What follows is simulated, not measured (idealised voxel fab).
Proc. module: voxel fin reveal
Cross-section cut spans 290 nm and uses square cells 5 nm in size.
Cross-section = grid of square cells, listed top down in bands; band = one or more rows.
Heights first: top, then bottom, in nm. Then materials, left to right, each with a width in nm. "all across" on a single material: fills the band edge to edge. "blank": empty space.
It should be noted that heights are counted from 0, beneath which the wafer as supplied is of one material throughout, and that the lowest band possesses no lower boundary but continues downward, as written in "0 and below".
Quick explanation for "30 to 40": the width changes in equal steps down the rows of cells, from the first number in the band's top row to the second number in its bottom row.
You'll sometimes find "no change occurred" written for a step, and that's the way of saying that nowhere in the cross-section did a cell change during that step.
The list in "closed voids" covers empty spaces of 8 cells or more that cannot reach the top through any open way, and it gives each as width x height at distance; the distance is from the left edge, and width, height and distance are in nm.
after a step's settings: what the simulator itself notes on the step
"overlay nm" denotes, for a step that has a mask, the displacement of the mask to the right of its planned place, with negative values corresponding to the left.

## Process steps (planned)
1,RECEIVE: material Si
2,CONFORMAL_DEP: material SiN, thk nm 5
3,MASKED_ETCH: tone cover, mask id FINS, width nm 15, pitch nm 45, etch materials SiN, depth nm 5, overlay nm 0
4,MASKED_ETCH: tone cover, mask id FINS, width nm 15, pitch nm 45, etch materials Si, depth nm 40, overlay nm 0
5,FILL_DEP: material SiO2, thk nm 10
6,CMP: height nm 5
7,SELECTIVE_ETCH: etch materials SiO2, depth nm 20
8,STRIP: etch materials SiN
9,CONFORMAL_DEP: material HfO2, thk nm 5

## Delivered wafer in cross-section: state after step 1
* 0 and below  Si all across
* closed voids: none

## End-of-module cross-section of the first of two wafers, processed as planned
* 5 down to 0  blank: 65 | HfO2: 25 | blank: 20 | HfO2: 25 | blank: 20 | HfO2: 25 | blank: 20 | HfO2: 25 | blank: 65
* 0 down to -10  blank: 65 | HfO2: 5 | Si: 15 | HfO2: 5 | blank: 20 | HfO2: 5 | Si: 15 | HfO2: 5 | blank: 20 | HfO2: 5 | Si: 15 | HfO2: 5 | blank: 20 | HfO2: 5 | Si: 15 | HfO2: 5 | blank: 65
* -10 down to -15  HfO2: 70 | Si: 15 | HfO2: 30 | Si: 15 | HfO2: 30 | Si: 15 | HfO2: 30 | Si: 15 | HfO2: 70
* -15 down to -40  SiO2: 70 | Si: 15 | SiO2: 30 | Si: 15 | SiO2: 30 | Si: 15 | SiO2: 30 | Si: 15 | SiO2: 70
* -40 and below  Si all across
* closed voids: none

## Cross-sectional view: second of two wafers, end of module; start and plan identical to the first, one mistake in running
* 10 down to 0  HfO2 all across
* 0 and below  Si all across
* closed voids: none
What was the processing mistake? heads up, step 2 didn't go per plan, it actually ran as CONFORMAL_DEP: material HfO2, thk nm 5
Final cells, second wafer relative to first, materials higher or lower: +34 HfO2, +368 Si, -230 SiO2
